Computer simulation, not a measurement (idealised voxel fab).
The following process module bears the name voxel capacitor over wiring.
Square cells of 5 nm make up the cross-section cut, whose width is 245 nm.
Throughout this document, each cross-section is represented as a grid of square cells and is presented as a sequence of bands enumerated from the top downward, where a band comprises one or more rows of cells. Heights first: top, then bottom, in nm. Then materials, left to right, each with a width in nm. "full width" on a single material: fills the band edge to edge. "empty": empty space. For the purposes of this specification, 0 denotes the height below which the wafer in its as-received condition is composed wholly of one material, and the lowermost band, lacking a lower limit, extends downward without end, as expressed in "0..down". Width: "30..40" (first number = top row, second number = bottom row, same change from row to row of cells). "no change" (step): cross-section cells unchanged, all of them. "Voids, enclosed": sealed empty spaces, 8 cells or more, no open way to top, listed width x height at distance, with distance from the left edge and width, height and distance in nm. Text after the settings on a step's line: the simulator's own remark on that step. overlay nm, on a step with a mask: how far to the right of its planned place the mask lay; to the left if negative.
Process steps (planned):
| 1 | RECEIVE (material Si) |
| 2 | CONFORMAL_DEP (material SiO2; thk nm 10) |
| 3 | CONFORMAL_DEP (material SiN; thk nm 5) |
| 4 | DIRECTIONAL_DEP (material SiO2; thk nm 15) |
| 5 | DIRECTIONAL_DEP (material aC; thk nm 15) |
| 6 | PATTERN (tone open; mask id METAL_1; material resist; width nm 25; pitch nm 75; thk nm 30; overlay nm 0) |
| 7 | DIRECTIONAL_ETCH (etch materials aC; depth nm 15) |
| 8 | STRIP (etch materials resist) |
| 9 | DIRECTIONAL_ETCH (etch materials SiO2; depth nm 15) |
| 10 | DIRECTIONAL_ETCH (etch materials SiN; depth nm 5) |
| 11 | STRIP (etch materials aC) |
| 12 | CONFORMAL_DEP (material TiN; thk nm 5) |
| 13 | FILL_DEP (material Cu; thk nm 5) |
| 14 | CMP (height nm 30) |
| 15 | CONFORMAL_DEP (material SiCN; thk nm 5) |
| 16 | DIRECTIONAL_DEP (material lowk; thk nm 15) |
| 17 | PATTERN (tone open; mask id PLUG_1; material resist; width nm 15; thk nm 20; overlay nm 0) |
| 18 | DIRECTIONAL_ETCH (etch materials lowk; depth nm 15) |
| 19 | DIRECTIONAL_ETCH (etch materials SiCN; depth nm 5) |
| 20 | STRIP (etch materials resist) |
| 21 | CONFORMAL_DEP (material TiN; thk nm 5) |
| 22 | FILL_DEP (material Ru; thk nm 10) |
| 23 | CMP (height nm 50) |
| 24 | DIRECTIONAL_DEP (material TiN; thk nm 10) |
| 25 | DIRECTIONAL_DEP (material HfO2; thk nm 5) |
| 26 | DIRECTIONAL_DEP (material TiN; thk nm 10) |
| 27 | MASKED_ETCH (tone cover; mask id UPPER_PLATE; width nm 55; etch materials TiN; depth nm 10; overlay nm 0) |
| 28 | MASKED_ETCH (tone cover; mask id UPPER_PLATE; width nm 55; etch materials HfO2; depth nm 5; overlay nm 0) |
| 29 | PATTERN (tone cover; mask id LOWER_PLATE; material resist; width nm 65; thk nm 20; overlay nm 0) |
| 30 | DIRECTIONAL_ETCH (etch materials TiN; depth nm 10) |
| 31 | STRIP (etch materials resist) |
| 32 | FILL_DEP (material SiO2; thk nm 15) |
| 33 | CMP (height nm 85) |
| 34 | DIRECTIONAL_DEP (material aC; thk nm 10) |
| 35 | PATTERN (tone open; mask id PLUG_2; material resist; width nm 15; thk nm 30; overlay nm 0) |
| 36 | DIRECTIONAL_ETCH (etch materials aC; depth nm 10) |
| 37 | STRIP (etch materials resist) |
| 38 | DIRECTIONAL_ETCH (etch materials SiO2; depth nm 10) |
| 39 | STRIP (etch materials aC) |
| 40 | CONFORMAL_DEP (material TiN; thk nm 5) |
| 41 | FILL_DEP (material Ru; thk nm 10) |
| 42 | CMP (height nm 85) |
| 43 | CONFORMAL_DEP (material SiN; thk nm 5) |
Shown in cross-section is the wafer as received, that is, as it stands after step 1:
    0..down | Si full width
    Voids, enclosed: none
Cross-sectional view of the first of the two wafers upon completion of the module, processed in accordance with the plan:
    90..85 | SiN full width
    85..80 | SiO2 90, then TiN 5, then Ru 5, then TiN 5, then SiO2 140
    80..75 | SiO2 90, then TiN 15, then SiO2 140
    75..65 | SiO2 80, then TiN 55, then SiO2 110
    65..60 | SiO2 80, then HfO2 55, then SiO2 110
    60..50 | SiO2 75, then TiN 65, then SiO2 105
    50..35 | lowk 80, then TiN 5, then Ru 5, then TiN 5, then lowk 150
    35..30 | SiCN 80, then TiN 15, then SiCN 150
    30..15 | SiO2 70, then TiN 5, then Cu 15, then TiN 5, then SiO2 50, then TiN 5, then Cu 15, then TiN 5, then SiO2 75
    15..10 | SiN 70, then TiN 25, then SiN 50, then TiN 25, then SiN 75
    10..0 | SiO2 full width
    0..down | Si full width
    Voids, enclosed: none
Cross-section of the latter of the two wafers at module completion. It had an identical start and an identical plan to the former; in running it, one mistake was made:
    90..85 | SiN full width
    85..80 | SiO2 90, then TiN 15, then SiO2 140
    80..70 | SiO2 80, then TiN 55, then SiO2 110
    70..65 | SiO2 80, then HfO2 55, then SiO2 110
    65..55 | SiO2 75, then TiN 65, then SiO2 105
    55..50 | TiN full width
    50..35 | lowk 80, then TiN 5, then Ru 5, then TiN 5, then lowk 150
    35..30 | SiCN 80, then TiN 15, then SiCN 150
    30..15 | SiO2 70, then TiN 5, then Cu 15, then TiN 5, then SiO2 50, then TiN 5, then Cu 15, then TiN 5, then SiO2 75
    15..10 | SiN 70, then TiN 25, then SiN 50, then TiN 25, then SiN 75
    10..0 | SiO2 full width
    0..down | Si full width
    Voids, enclosed: none
Want to know what went wrong? step 24, actual vs plan mismatch, actual run DIRECTIONAL_DEP (material TiN; thk nm 15)
at the end the second wafer has, in cells: Ru -1; SiO2 -46; TiN +47
